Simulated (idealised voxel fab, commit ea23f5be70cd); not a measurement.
process module | voxel spacer lines
cross-section cut | 245 nm wide | cells 5 nm
A cross-section is a grid of square cells, given in bands from the top down. A band is one or more rows of cells.
Each band's line starts with the height of the band's top and of its bottom, in nm. Then come its materials from left to right, each with its width in nm. One material with "throughout" fills the band from edge to edge. "air" is empty space.
Height 0 is the level under which the wafer as received is all one material. The lowest band goes on downwards, as in "0 down".
A width such as "30 to 40" changes by the same amount from each row of cells to the next, from the band's top row to its bottom row.
"no change" after a step means that no cell of the cross-section changed.
closed voids: empty space of 8 cells or more with no open way to the top, each as width x height at its distance from the left edge, in nm
after a step's settings: what the simulator itself notes on the step
overlay nm, on a step with a mask: how far to the right of its planned place the mask lay; to the left if negative
plan
1 op RECEIVE | material Si
2 op CONFORMAL_DEP | material Al2O3 | thk nm 10
3 op DIRECTIONAL_DEP | material SiN | thk nm 20
4 op DIRECTIONAL_DEP | material aC | thk nm 20
5 op PATTERN | tone cover | mask id MANDREL | material resist | width nm 25 | pitch nm 70 | thk nm 30 | overlay nm 0
6 op DIRECTIONAL_ETCH | etch materials aC | depth nm 20
7 op STRIP | etch materials resist
8 op CONFORMAL_DEP | material SiO2 | thk nm 10
9 op DIRECTIONAL_ETCH | etch materials SiO2 | depth nm 10
10 op STRIP | etch materials aC
11 op DIRECTIONAL_ETCH | etch materials SiN | depth nm 20
12 op STRIP | etch materials SiO2
first wafer, as planned
as received, after step 1
  0 down: Si throughout
  closed voids: none
after step 2
  10 to 0: Al2O3 throughout
  below 0: unchanged
after step 3
  30 to 10: SiN throughout
  below 10: unchanged
after step 4
  50 to 30: aC throughout
  below 30: unchanged
after step 5
  80 to 50: air 75 | resist 25 | air 45 | resist 25 | air 75
  below 50: unchanged
after step 6
  60 to 50: air 75 | resist 25 | air 45 | resist 25 | air 75
  50 to 30: air 75 | aC 25 | air 45 | aC 25 | air 75
  below 30: unchanged
after step 7
  50 to 30: air 75 | aC 25 | air 45 | aC 25 | air 75
  below 30: unchanged
after step 8
  60 to 50: air 65 | SiO2 45 | air 25 | SiO2 45 | air 65
  50 to 40: air 65 | SiO2 10 | aC 25 | SiO2 10 | air 25 | SiO2 10 | aC 25 | SiO2 10 | air 65
  40 to 30: SiO2 75 | aC 25 | SiO2 45 | aC 25 | SiO2 75
  below 30: unchanged
after step 9
  50 to 30: air 65 | SiO2 10 | aC 25 | SiO2 10 | air 25 | SiO2 10 | aC 25 | SiO2 10 | air 65
  below 30: unchanged
after step 10
  50 to 30: air 65 | SiO2 10 | air 25 | SiO2 10 | air 25 | SiO2 10 | air 25 | SiO2 10 | air 65
  below 30: unchanged
after step 11
  50 to 30: air 65 | SiO2 10 | air 25 | SiO2 10 | air 25 | SiO2 10 | air 25 | SiO2 10 | air 65
  30 to 10: air 65 | SiN 10 | air 25 | SiN 10 | air 25 | SiN 10 | air 25 | SiN 10 | air 65
  below 10: unchanged
after step 12
  30 to 10: air 65 | SiN 10 | air 25 | SiN 10 | air 25 | SiN 10 | air 25 | SiN 10 | air 65
  below 10: unchanged
second wafer: like start, like plan, one mistake. Through step 4 it matches the first wafer
when step 5 should have ended
  80 to 50: air 70 | resist 25 | air 45 | resist 25 | air 80
  below 50: unchanged
when step 6 should have ended
  60 to 50: air 70 | resist 25 | air 45 | resist 25 | air 80
  50 to 30: air 70 | aC 25 | air 45 | aC 25 | air 80
  below 30: unchanged
when step 7 should have ended
  50 to 30: air 70 | aC 25 | air 45 | aC 25 | air 80
  below 30: unchanged
when step 8 should have ended
  60 to 50: air 60 | SiO2 45 | air 25 | SiO2 45 | air 70
  50 to 40: air 60 | SiO2 10 | aC 25 | SiO2 10 | air 25 | SiO2 10 | aC 25 | SiO2 10 | air 70
  40 to 30: SiO2 70 | aC 25 | SiO2 45 | aC 25 | SiO2 80
  below 30: unchanged
when step 9 should have ended
  50 to 30: air 60 | SiO2 10 | aC 25 | SiO2 10 | air 25 | SiO2 10 | aC 25 | SiO2 10 | air 70
  below 30: unchanged
when step 10 should have ended
  50 to 30: air 60 | SiO2 10 | air 25 | SiO2 10 | air 25 | SiO2 10 | air 25 | SiO2 10 | air 70
  below 30: unchanged
when step 11 should have ended
  50 to 30: air 60 | SiO2 10 | air 25 | SiO2 10 | air 25 | SiO2 10 | air 25 | SiO2 10 | air 70
  30 to 10: air 60 | SiN 10 | air 25 | SiN 10 | air 25 | SiN 10 | air 25 | SiN 10 | air 70
  below 10: unchanged
when step 12 should have ended
  30 to 10: air 60 | SiN 10 | air 25 | SiN 10 | air 25 | SiN 10 | air 25 | SiN 10 | air 70
  below 10: unchanged
what went wrong: step 5 ran as: op PATTERN | tone cover | mask id MANDREL | material resist | width nm 25 | pitch nm 70 | thk nm 30 | overlay nm -5
at the end the second wafer has, in cells: as many of each material as the first, in other places
